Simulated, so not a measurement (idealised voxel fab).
process module | voxel ribs on slabs
cross-section cut | 290 nm wide | cells 5 nm
A cross-section is a grid of square cells, given in bands from the top down. A band is one or more rows of cells.
Each band's line starts with the height of the band's top and of its bottom, in nm. Then come its materials from left to right, each with its width in nm. One material with "throughout" fills the band from edge to edge. "air" is empty space.
Height 0 is the level under which the wafer as received is all one material. The lowest band goes on downwards, as in "0 down".
A width such as "30 to 40" changes by the same amount from each row of cells to the next, from the band's top row to its bottom row.
"no change" after a step means that no cell of the cross-section changed.
closed voids: empty space of 8 cells or more with no open way to the top, each as width x height at its distance from the left edge, in nm
after a step's settings: what the simulator itself notes on the step
overlay nm, on a step with a mask: how far to the right of its planned place the mask lay; to the left if negative
plan
1 op RECEIVE | material Si
2 op DIRECTIONAL_DEP | material SiO2 | thk nm 25
3 op DIRECTIONAL_DEP | material polySi | thk nm 20
4 op PATTERN | tone cover | mask id RIB | material resist | width nm 20 | thk nm 15 | overlay nm 0
5 op DIRECTIONAL_ETCH | etch materials polySi | depth nm 15
6 op STRIP | etch materials resist
7 op PATTERN | tone cover | mask id SLAB | material resist | width nm 80 | thk nm 15 | overlay nm 0
8 op DIRECTIONAL_ETCH | etch materials polySi | depth nm 5
9 op STRIP | etch materials resist
10 op FILL_DEP | material SiO2 | thk nm 15
11 op CMP | height nm 55
12 op DIRECTIONAL_DEP | material W | thk nm 10
13 op MASKED_ETCH | tone cover | mask id HEATER | width nm 30 | etch materials W | depth nm 10 | overlay nm 0
14 op CONFORMAL_DEP | material SiN | thk nm 5
as received, after step 1
  0 down: Si throughout
  closed voids: none
a wafer at the end: this start, this plan, one mistake
  70 to 65: air 125 | SiN 40 | air 125
  65 to 60: air 125 | SiN 5 | W 30 | SiN 5 | air 125
  60 to 55: SiN 130 | W 30 | SiN 130
  55 to 45: SiO2 throughout
  45 to 30: SiO2 140 | polySi 15 | SiO2 135
  30 to 25: SiO2 105 | polySi 80 | SiO2 105
  25 to 0: SiO2 throughout
  0 down: Si throughout
  closed voids: none
what went wrong: step 4 ran as: op PATTERN | tone cover | mask id RIB | material resist | width nm 15 | thk nm 15 | overlay nm 0
